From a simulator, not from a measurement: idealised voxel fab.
process module | voxel wiring stack
cross-section cut | 200 nm wide | cells 5 nm
A cross-section is a grid of square cells, given in bands from the top down. A band is one or more rows of cells.
Each band's line starts with the height of the band's top and of its bottom, in nm. Then come its materials from left to right, each with its width in nm. One material with "throughout" fills the band from edge to edge. "air" is empty space.
Height 0 is the level under which the wafer as received is all one material. The lowest band goes on downwards, as in "0 down".
A width such as "30 to 40" changes by the same amount from each row of cells to the next, from the band's top row to its bottom row.
"no change" after a step means that no cell of the cross-section changed.
closed voids: empty space of 8 cells or more with no open way to the top, each as width x height at its distance from the left edge, in nm
after a step's settings: what the simulator itself notes on the step
overlay nm, on a step with a mask: how far to the right of its planned place the mask lay; to the left if negative
plan
1 op RECEIVE | material Si
2 op CONFORMAL_DEP | material SiO2 | thk nm 15
3 op CONFORMAL_DEP | material SiCN | thk nm 5
4 op DIRECTIONAL_DEP | material lowk | thk nm 20
5 op DIRECTIONAL_DEP | material aC | thk nm 10
6 op PATTERN | tone open | mask id METAL_1 | material resist | width nm 25 | pitch nm 40 | thk nm 25 | overlay nm 0
7 op DIRECTIONAL_ETCH | etch materials aC | depth nm 10
8 op STRIP | etch materials resist
9 op DIRECTIONAL_ETCH | etch materials lowk | depth nm 20
10 op DIRECTIONAL_ETCH | etch materials SiCN | depth nm 5
11 op STRIP | etch materials aC
12 op CONFORMAL_DEP | material TiN | thk nm 5
13 op FILL_DEP | material Ru | thk nm 10
14 op CMP | height nm 40
15 op CONFORMAL_DEP | material SiCN | thk nm 5
16 op DIRECTIONAL_DEP | material lowk | thk nm 35
17 op DIRECTIONAL_DEP | material aC | thk nm 15
18 op PATTERN | tone open | mask id METAL_2_HOLES | material resist | width nm 15 | pitch nm 40 | thk nm 30 | overlay nm 0
19 op DIRECTIONAL_ETCH | etch materials aC | depth nm 15
20 op STRIP | etch materials resist
21 op DIRECTIONAL_ETCH | etch materials lowk | depth nm 35
22 op STRIP | etch materials aC
23 op DIRECTIONAL_DEP | material aC | thk nm 10
24 op PATTERN | tone open | mask id METAL_2 | material resist | width nm 25 | pitch nm 40 | thk nm 25 | overlay nm 0
25 op DIRECTIONAL_ETCH | etch materials aC | depth nm 10
26 op STRIP | etch materials resist
27 op DIRECTIONAL_ETCH | etch materials lowk | depth nm 20
28 op DIRECTIONAL_ETCH | etch materials SiCN | depth nm 5
29 op STRIP | etch materials aC
30 op CONFORMAL_DEP | material TiN | thk nm 5
31 op FILL_DEP | material Cu | thk nm 5
32 op CMP | height nm 80
33 op CONFORMAL_DEP | material SiCN | thk nm 5
34 op DIRECTIONAL_DEP | material lowk | thk nm 10
35 op MASKED_ETCH | tone open | mask id PLUG_2 | width nm 15 | pitch nm 80 | etch materials lowk | depth nm 10 | overlay nm 0
36 op MASKED_ETCH | tone open | mask id PLUG_2 | width nm 15 | pitch nm 80 | etch materials SiCN | depth nm 5 | overlay nm 0
37 op CONFORMAL_DEP | material TiN | thk nm 5
38 op FILL_DEP | material W | thk nm 10
39 op CMP | height nm 95
40 op DIRECTIONAL_DEP | material TiN | thk nm 5
41 op DIRECTIONAL_DEP | material Ru | thk nm 25
42 op PATTERN | tone cover | mask id METAL_3 | material resist | width nm 25 | pitch nm 40 | thk nm 20 | overlay nm 0
43 op DIRECTIONAL_ETCH | etch materials Ru | depth nm 25
44 op DIRECTIONAL_ETCH | etch materials TiN | depth nm 5
45 op STRIP | etch materials resist
46 op FILL_DEP | material lowk | thk nm 10
47 op CMP | height nm 125
48 op CONFORMAL_DEP | material SiCN | thk nm 5
as received, after step 1
  0 down: Si throughout
  closed voids: none
first wafer at the end, as planned
  130 to 125: SiCN throughout
  125 to 100: lowk 25 | Ru 25 | lowk 15 | Ru 25 | lowk 15 | Ru 25 | lowk 15 | Ru 25 | lowk 30
  100 to 95: lowk 25 | TiN 25 | lowk 15 | TiN 25 | lowk 15 | TiN 25 | lowk 15 | TiN 25 | lowk 30
  95 to 85: lowk 25 | TiN 5 | W 5 | TiN 5 | lowk 65 | TiN 5 | W 5 | TiN 5 | lowk 80
  85 to 80: SiCN 25 | TiN 15 | SiCN 65 | TiN 15 | SiCN 80
  80 to 65: lowk 25 | TiN 5 | Cu 15 | TiN 5 | lowk 15 | TiN 5 | Cu 15 | TiN 5 | lowk 15 | TiN 5 | Cu 15 | TiN 5 | lowk 15 | TiN 5 | Cu 15 | TiN 5 | lowk 30
  65 to 60: lowk 25 | TiN 5 | Cu 5 | TiN 15 | lowk 15 | TiN 5 | Cu 5 | TiN 15 | lowk 15 | TiN 5 | Cu 5 | TiN 15 | lowk 15 | TiN 5 | Cu 5 | TiN 15 | lowk 30
  60 to 45: lowk 25 | TiN 5 | Cu 5 | TiN 5 | lowk 25 | TiN 5 | Cu 5 | TiN 5 | lowk 25 | TiN 5 | Cu 5 | TiN 5 | lowk 25 | TiN 5 | Cu 5 | TiN 5 | lowk 40
  45 to 40: SiCN 25 | TiN 15 | SiCN 25 | TiN 15 | SiCN 25 | TiN 15 | SiCN 25 | TiN 15 | SiCN 40
  40 to 20: lowk 25 | TiN 5 | Ru 15 | TiN 5 | lowk 15 | TiN 5 | Ru 15 | TiN 5 | lowk 15 | TiN 5 | Ru 15 | TiN 5 | lowk 15 | TiN 5 | Ru 15 | TiN 5 | lowk 30
  20 to 15: SiCN 25 | TiN 25 | SiCN 15 | TiN 25 | SiCN 15 | TiN 25 | SiCN 15 | TiN 25 | SiCN 30
  15 to 0: SiO2 throughout
  0 down: Si throughout
  closed voids: none
second wafer at the end: like start, like plan, one mistake
  130 to 125: SiCN throughout
  125 to 100: lowk 25 | Ru 25 | lowk 15 | Ru 25 | lowk 15 | Ru 25 | lowk 15 | Ru 25 | lowk 30
  100 to 95: lowk 25 | TiN 25 | lowk 15 | TiN 25 | lowk 15 | TiN 25 | lowk 15 | TiN 25 | lowk 30
  95 to 85: lowk 25 | TiN 5 | W 5 | TiN 5 | lowk 65 | TiN 5 | W 5 | TiN 5 | lowk 80
  85 to 80: SiCN 25 | TiN 15 | SiCN 65 | TiN 15 | SiCN 80
  80 to 75: lowk 25 | TiN 5 | Cu 5 | TiN 15 | lowk 15 | TiN 5 | Cu 5 | TiN 15 | lowk 15 | TiN 5 | Cu 5 | TiN 15 | lowk 15 | TiN 5 | Cu 5 | TiN 15 | lowk 30
  75 to 60: lowk 25 | TiN 5 | Cu 5 | TiN 5 | lowk 25 | TiN 5 | Cu 5 | TiN 5 | lowk 25 | TiN 5 | Cu 5 | TiN 5 | lowk 25 | TiN 5 | Cu 5 | TiN 5 | lowk 40
  60 to 55: SiCN 25 | TiN 15 | SiCN 25 | TiN 15 | SiCN 25 | TiN 15 | SiCN 25 | TiN 15 | SiCN 40
  55 to 45: Ru throughout
  45 to 40: TiN 30 | Ru 15 | TiN 25 | Ru 15 | TiN 25 | Ru 15 | TiN 25 | Ru 15 | TiN 35
  40 to 20: lowk 25 | TiN 5 | Ru 15 | TiN 5 | lowk 15 | TiN 5 | Ru 15 | TiN 5 | lowk 15 | TiN 5 | Ru 15 | TiN 5 | lowk 15 | TiN 5 | Ru 15 | TiN 5 | lowk 30
  20 to 15: SiCN 25 | TiN 25 | SiCN 15 | TiN 25 | SiCN 15 | TiN 25 | SiCN 15 | TiN 25 | SiCN 30
  15 to 0: SiO2 throughout
  0 down: Si throughout
  closed voids: none
what went wrong: step 14 was left out
at the end the second wafer has, in cells: 36 fewer of Cu | 92 more of Ru | 4 more of TiN | 60 fewer of lowk
